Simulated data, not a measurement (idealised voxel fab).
The name of this process module is voxel gate over fins.
The figure presents cross-section cut, which has a width of 145 nm and is divided into square cells with an edge length of 5 nm.
Format of a cross-section: grid, square cells. Given as bands. Order: top down. Band: one or more rows of cells. Each band's line starts with the height of the band's top and of its bottom, in nm. Then come its materials from left to right, each with its width in nm. One material with "edge to edge" fills the band from edge to edge. "blank" is empty space. Heights are measured from 0, the level below which the as-received wafer is all one material; the lowest band has no bottom and continues downward, written as in "from 0 down". Width spec "30..40" -> top row of cells at first value, bottom row at second value, equal per-row change in between. A step reported as "no modification" is a step in which no cell of the cross-section changed. Entry "Entrapped void list". Content: empty spaces with no open connection to the top, size 8 cells or greater. Each: width x height at distance. Distance: from left edge. Unit: nm. Heads up: the bit after the settings on a step's line is the simulator's remark on that step. The line of a step may include "overlay nm". On a step with a mask, this value is how far to the right of its planned place the mask lay. A negative value means the mask lay to the left.
Steps in the process plan
1: RECEIVE [material Si]
2: CONFORMAL_DEP [material SiN] [thk nm 5]
3: PATTERN [tone cover] [mask id FINS] [material resist] [width nm 15] [pitch nm 50] [thk nm 15] [overlay nm 0]
4: DIRECTIONAL_ETCH [etch materials SiN] [depth nm 5]
5: DIRECTIONAL_ETCH [etch materials Si] [depth nm 40]
6: STRIP [etch materials resist]
7: FILL_DEP [material SiO2] [thk nm 15]
8: CMP [height nm 5]
9: PATTERN [tone open] [mask id RAIL] [material resist] [width nm 15] [thk nm 15] [overlay nm 0]
10: DIRECTIONAL_ETCH [etch materials SiO2] [depth nm 40]
11: STRIP [etch materials resist]
12: CONFORMAL_DEP [material TiN] [thk nm 5]
13: FILL_DEP [material Ru] [thk nm 5]
14: CMP [height nm 5]
15: SELECTIVE_ETCH [etch materials W Ru TiN] [depth nm 20]
16: FILL_DEP [material SiO2] [thk nm 5]
17: CMP [height nm 5]
18: SELECTIVE_ETCH [etch materials SiO2] [depth nm 15]
19: STRIP [etch materials SiN]
20: CONFORMAL_DEP [material HfO2] [thk nm 5]
21: CONFORMAL_DEP [material TiN] [thk nm 5]
22: CONFORMAL_DEP [material TiAl] [thk nm 5]
23: CONFORMAL_DEP [material TiN] [thk nm 5]
24: FILL_DEP [material W] [thk nm 15]
25: CMP [height nm 30]
26: CONFORMAL_DEP [material SiN] [thk nm 10]
The following pertains to the first of two wafers, which was processed as planned
Cross-sectional view of the wafer in its as-received condition, corresponding to the state after step 1
* from 0 down | Si edge to edge
* Entrapped void list: none
Presented here is a cross-section of the wafer after step 2 has been performed
* from 5 to 0 | SiN edge to edge
* Beneath the level 0, the cross-section is identical to its previous state.
Presented here is a cross-section of the wafer after step 3 has been performed
* from 20 to 5 | blank 15 / resist 15 / blank 35 / resist 15 / blank 35 / resist 15 / blank 15
* Beneath the level 5, the cross-section is identical to its previous state.
Presented here is a cross-section of the wafer after step 4 has been performed
* from 20 to 5 | blank 15 / resist 15 / blank 35 / resist 15 / blank 35 / resist 15 / blank 15
* from 5 to 0 | blank 15 / SiN 15 / blank 35 / SiN 15 / blank 35 / SiN 15 / blank 15
* Beneath the level 0, the cross-section is identical to its previous state.
Presented here is a cross-section of the wafer after step 5 has been performed
* from 20 to 5 | blank 15 / resist 15 / blank 35 / resist 15 / blank 35 / resist 15 / blank 15
* from 5 to 0 | blank 15 / SiN 15 / blank 35 / SiN 15 / blank 35 / SiN 15 / blank 15
* from 0 to -40 | blank 15 / Si 15 / blank 35 / Si 15 / blank 35 / Si 15 / blank 15
* Beneath the level -40, the cross-section is identical to its previous state.
Presented here is a cross-section of the wafer after step 6 has been performed
* from 5 to 0 | blank 15 / SiN 15 / blank 35 / SiN 15 / blank 35 / SiN 15 / blank 15
* Beneath the level 0, the cross-section is identical to its previous state.
Presented here is a cross-section of the wafer after step 7 has been performed
* from 20 to 5 | SiO2 edge to edge
* from 5 to 0 | SiO2 15 / SiN 15 / SiO2 35 / SiN 15 / SiO2 35 / SiN 15 / SiO2 15
* from 0 to -40 | SiO2 15 / Si 15 / SiO2 35 / Si 15 / SiO2 35 / Si 15 / SiO2 15
* Beneath the level -40, the cross-section is identical to its previous state.
Presented here is a cross-section of the wafer after step 8 has been performed
* from 5 to 0 | SiO2 15 / SiN 15 / SiO2 35 / SiN 15 / SiO2 35 / SiN 15 / SiO2 15
* Beneath the level 0, the cross-section is identical to its previous state.
Presented here is a cross-section of the wafer after step 9 has been performed
* from 20 to 5 | resist 40 / blank 15 / resist 90
* Beneath the level 5, the cross-section is identical to its previous state.
Presented here is a cross-section of the wafer after step 10 has been performed
* from 20 to 5 | resist 40 / blank 15 / resist 90
* from 5 to 0 | SiO2 15 / SiN 15 / SiO2 10 / blank 15 / SiO2 10 / SiN 15 / SiO2 35 / SiN 15 / SiO2 15
* from 0 to -35 | SiO2 15 / Si 15 / SiO2 10 / blank 15 / SiO2 10 / Si 15 / SiO2 35 / Si 15 / SiO2 15
* Beneath the level -35, the cross-section is identical to its previous state.
Presented here is a cross-section of the wafer after step 11 has been performed
* from 5 to 0 | SiO2 15 / SiN 15 / SiO2 10 / blank 15 / SiO2 10 / SiN 15 / SiO2 35 / SiN 15 / SiO2 15
* Beneath the level 0, the cross-section is identical to its previous state.
Presented here is a cross-section of the wafer after step 12 has been performed
* from 10 to 5 | TiN 45 / blank 5 / TiN 95
* from 5 to 0 | SiO2 15 / SiN 15 / SiO2 10 / TiN 5 / blank 5 / TiN 5 / SiO2 10 / SiN 15 / SiO2 35 / SiN 15 / SiO2 15
* from 0 to -30 | SiO2 15 / Si 15 / SiO2 10 / TiN 5 / blank 5 / TiN 5 / SiO2 10 / Si 15 / SiO2 35 / Si 15 / SiO2 15
* from -30 to -35 | SiO2 15 / Si 15 / SiO2 10 / TiN 15 / SiO2 10 / Si 15 / SiO2 35 / Si 15 / SiO2 15
* Beneath the level -35, the cross-section is identical to its previous state.
Presented here is a cross-section of the wafer after step 13 has been performed
* from 15 to 10 | Ru edge to edge
* from 10 to 5 | TiN 45 / Ru 5 / TiN 95
* from 5 to 0 | SiO2 15 / SiN 15 / SiO2 10 / TiN 5 / Ru 5 / TiN 5 / SiO2 10 / SiN 15 / SiO2 35 / SiN 15 / SiO2 15
* from 0 to -30 | SiO2 15 / Si 15 / SiO2 10 / TiN 5 / Ru 5 / TiN 5 / SiO2 10 / Si 15 / SiO2 35 / Si 15 / SiO2 15
* Beneath the level -30, the cross-section is identical to its previous state.
Presented here is a cross-section of the wafer after step 14 has been performed
* from 5 to 0 | SiO2 15 / SiN 15 / SiO2 10 / TiN 5 / Ru 5 / TiN 5 / SiO2 10 / SiN 15 / SiO2 35 / SiN 15 / SiO2 15
* Beneath the level 0, the cross-section is identical to its previous state.
Presented here is a cross-section of the wafer after step 15 has been performed
* from 5 to 0 | SiO2 15 / SiN 15 / SiO2 10 / blank 15 / SiO2 10 / SiN 15 / SiO2 35 / SiN 15 / SiO2 15
* from 0 to -15 | SiO2 15 / Si 15 / SiO2 10 / blank 15 / SiO2 10 / Si 15 / SiO2 35 / Si 15 / SiO2 15
* Beneath the level -15, the cross-section is identical to its previous state.
Presented here is a cross-section of the wafer after step 16 has been performed
* from 10 to 5 | SiO2 edge to edge
* from 5 to 0 | SiO2 15 / SiN 15 / SiO2 35 / SiN 15 / SiO2 35 / SiN 15 / SiO2 15
* from 0 to -15 | SiO2 15 / Si 15 / SiO2 35 / Si 15 / SiO2 35 / Si 15 / SiO2 15
* Beneath the level -15, the cross-section is identical to its previous state.
Presented here is a cross-section of the wafer after step 17 has been performed
* from 5 to 0 | SiO2 15 / SiN 15 / SiO2 35 / SiN 15 / SiO2 35 / SiN 15 / SiO2 15
* Beneath the level 0, the cross-section is identical to its previous state.
Presented here is a cross-section of the wafer after step 18 has been performed
* from 5 to 0 | blank 15 / SiN 15 / blank 35 / SiN 15 / blank 35 / SiN 15 / blank 15
* from 0 to -10 | blank 15 / Si 15 / blank 35 / Si 15 / blank 35 / Si 15 / blank 15
* Beneath the level -10, the cross-section is identical to its previous state.
Presented here is a cross-section of the wafer after step 19 has been performed
* from 0 to -10 | blank 15 / Si 15 / blank 35 / Si 15 / blank 35 / Si 15 / blank 15
* Beneath the level -10, the cross-section is identical to its previous state.
Presented here is a cross-section of the wafer after step 20 has been performed
* from 5 to 0 | blank 10 / HfO2 25 / blank 25 / HfO2 25 / blank 25 / HfO2 25 / blank 10
* from 0 to -5 | blank 10 / HfO2 5 / Si 15 / HfO2 5 / blank 25 / HfO2 5 / Si 15 / HfO2 5 / blank 25 / HfO2 5 / Si 15 / HfO2 5 / blank 10
* from -5 to -10 | HfO2 15 / Si 15 / HfO2 35 / Si 15 / HfO2 35 / Si 15 / HfO2 15
* Beneath the level -10, the cross-section is identical to its previous state.
Presented here is a cross-section of the wafer after step 21 has been performed
* from 10 to 5 | blank 5 / TiN 35 / blank 15 / TiN 35 / blank 15 / TiN 35 / blank 5
* from 5 to 0 | blank 5 / TiN 5 / HfO2 25 / TiN 5 / blank 15 / TiN 5 / HfO2 25 / TiN 5 / blank 15 / TiN 5 / HfO2 25 / TiN 5 / blank 5
* from 0 to -5 | TiN 10 / HfO2 5 / Si 15 / HfO2 5 / TiN 25 / HfO2 5 / Si 15 / HfO2 5 / TiN 25 / HfO2 5 / Si 15 / HfO2 5 / TiN 10
* Beneath the level -5, the cross-section is identical to its previous state.
Presented here is a cross-section of the wafer after step 22 has been performed
* from 15 to 10 | TiAl 45 / blank 5 / TiAl 45 / blank 5 / TiAl 45
* from 10 to 5 | TiAl 5 / TiN 35 / TiAl 5 / blank 5 / TiAl 5 / TiN 35 / TiAl 5 / blank 5 / TiAl 5 / TiN 35 / TiAl 5
* from 5 to 0 | TiAl 5 / TiN 5 / HfO2 25 / TiN 5 / TiAl 15 / TiN 5 / HfO2 25 / TiN 5 / TiAl 15 / TiN 5 / HfO2 25 / TiN 5 / TiAl 5
* Beneath the level 0, the cross-section is identical to its previous state.
Presented here is a cross-section of the wafer after step 23 has been performed
* from 20 to 15 | TiN edge to edge
* from 15 to 10 | TiAl 45 / TiN 5 / TiAl 45 / TiN 5 / TiAl 45
* from 10 to 5 | TiAl 5 / TiN 35 / TiAl 5 / TiN 5 / TiAl 5 / TiN 35 / TiAl 5 / TiN 5 / TiAl 5 / TiN 35 / TiAl 5
* Beneath the level 5, the cross-section is identical to its previous state.
Presented here is a cross-section of the wafer after step 24 has been performed
* from 35 to 20 | W edge to edge
* Beneath the level 20, the cross-section is identical to its previous state.
Presented here is a cross-section of the wafer after step 25 has been performed
* from 30 to 20 | W edge to edge
* Beneath the level 20, the cross-section is identical to its previous state.
Presented here is a cross-section of the wafer after step 26 has been performed
* from 40 to 30 | SiN edge to edge
* Beneath the level 30, the cross-section is identical to its previous state.
Wafer two. Identical start, identical plan. One mistake in execution. Identical history through step 17
Second wafer profile in section, at the moment step 18 of the plan was meant to be complete
* from 5 to 0 | SiO2 15 / blank 15 / SiO2 35 / blank 15 / SiO2 35 / blank 15 / SiO2 15
* Beneath the level 0, the cross-section is identical to its previous state.
Second wafer profile in section, at the moment step 19 of the plan was meant to be complete
* from 0 to -10 | blank 15 / Si 15 / blank 35 / Si 15 / blank 35 / Si 15 / blank 15
* from -10 to -15 | blank 15 / Si 15 / blank 15 / SiO2 5 / blank 15 / Si 15 / blank 15 / SiO2 5 / blank 15 / Si 15 / blank 15
* Beneath the level -15, the cross-section is identical to its previous state.
Second wafer profile in section, at the moment step 20 of the plan was meant to be complete
* from 5 to 0 | blank 10 / HfO2 25 / blank 25 / HfO2 25 / blank 25 / HfO2 25 / blank 10
* from 0 to -5 | blank 10 / HfO2 5 / Si 15 / HfO2 5 / blank 25 / HfO2 5 / Si 15 / HfO2 5 / blank 25 / HfO2 5 / Si 15 / HfO2 5 / blank 10
* from -5 to -10 | blank 10 / HfO2 5 / Si 15 / HfO2 5 / blank 5 / HfO2 15 / blank 5 / HfO2 5 / Si 15 / HfO2 5 / blank 5 / HfO2 15 / blank 5 / HfO2 5 / Si 15 / HfO2 5 / blank 10
* from -10 to -15 | HfO2 15 / Si 15 / HfO2 15 / SiO2 5 / HfO2 15 / Si 15 / HfO2 15 / SiO2 5 / HfO2 15 / Si 15 / HfO2 15
* Beneath the level -15, the cross-section is identical to its previous state.
Second wafer profile in section, at the moment step 21 of the plan was meant to be complete
* from 10 to 5 | blank 5 / TiN 35 / blank 15 / TiN 35 / blank 15 / TiN 35 / blank 5
* from 5 to 0 | blank 5 / TiN 5 / HfO2 25 / TiN 5 / blank 15 / TiN 5 / HfO2 25 / TiN 5 / blank 15 / TiN 5 / HfO2 25 / TiN 5 / blank 5
* from 0 to -5 | blank 5 / TiN 5 / HfO2 5 / Si 15 / HfO2 5 / TiN 25 / HfO2 5 / Si 15 / HfO2 5 / TiN 25 / HfO2 5 / Si 15 / HfO2 5 / TiN 5 / blank 5
* from -5 to -10 | TiN 10 / HfO2 5 / Si 15 / HfO2 5 / TiN 5 / HfO2 15 / TiN 5 / HfO2 5 / Si 15 / HfO2 5 / TiN 5 / HfO2 15 / TiN 5 / HfO2 5 / Si 15 / HfO2 5 / TiN 10
* Beneath the level -10, the cross-section is identical to its previous state.
Second wafer profile in section, at the moment step 22 of the plan was meant to be complete
* from 15 to 10 | TiAl 45 / blank 5 / TiAl 45 / blank 5 / TiAl 45
* from 10 to 5 | TiAl 5 / TiN 35 / TiAl 5 / blank 5 / TiAl 5 / TiN 35 / TiAl 5 / blank 5 / TiAl 5 / TiN 35 / TiAl 5
* from 5 to 0 | TiAl 5 / TiN 5 / HfO2 25 / TiN 5 / TiAl 15 / TiN 5 / HfO2 25 / TiN 5 / TiAl 15 / TiN 5 / HfO2 25 / TiN 5 / TiAl 5
* from 0 to -5 | TiAl 5 / TiN 5 / HfO2 5 / Si 15 / HfO2 5 / TiN 25 / HfO2 5 / Si 15 / HfO2 5 / TiN 25 / HfO2 5 / Si 15 / HfO2 5 / TiN 5 / TiAl 5
* Beneath the level -5, the cross-section is identical to its previous state.
Second wafer profile in section, at the moment step 23 of the plan was meant to be complete
* from 20 to 15 | TiN edge to edge
* from 15 to 10 | TiAl 45 / TiN 5 / TiAl 45 / TiN 5 / TiAl 45
* from 10 to 5 | TiAl 5 / TiN 35 / TiAl 5 / TiN 5 / TiAl 5 / TiN 35 / TiAl 5 / TiN 5 / TiAl 5 / TiN 35 / TiAl 5
* Beneath the level 5, the cross-section is identical to its previous state.
Second wafer profile in section, at the moment step 24 of the plan was meant to be complete
* from 35 to 20 | W edge to edge
* Beneath the level 20, the cross-section is identical to its previous state.
Second wafer profile in section, at the moment step 25 of the plan was meant to be complete
* from 30 to 20 | W edge to edge
* Beneath the level 20, the cross-section is identical to its previous state.
Second wafer profile in section, at the moment step 26 of the plan was meant to be complete
* from 40 to 30 | SiN edge to edge
* Beneath the level 30, the cross-section is identical to its previous state.
What was done differently from what was planned? swap of plan steps 18 and 19 during execution
Once processing is complete, comparing cell counts shows that the second wafer has more or fewer of certain materials than the first: 10 more of HfO2, 18 fewer of SiO2, 2 more of TiAl, 6 more of TiN
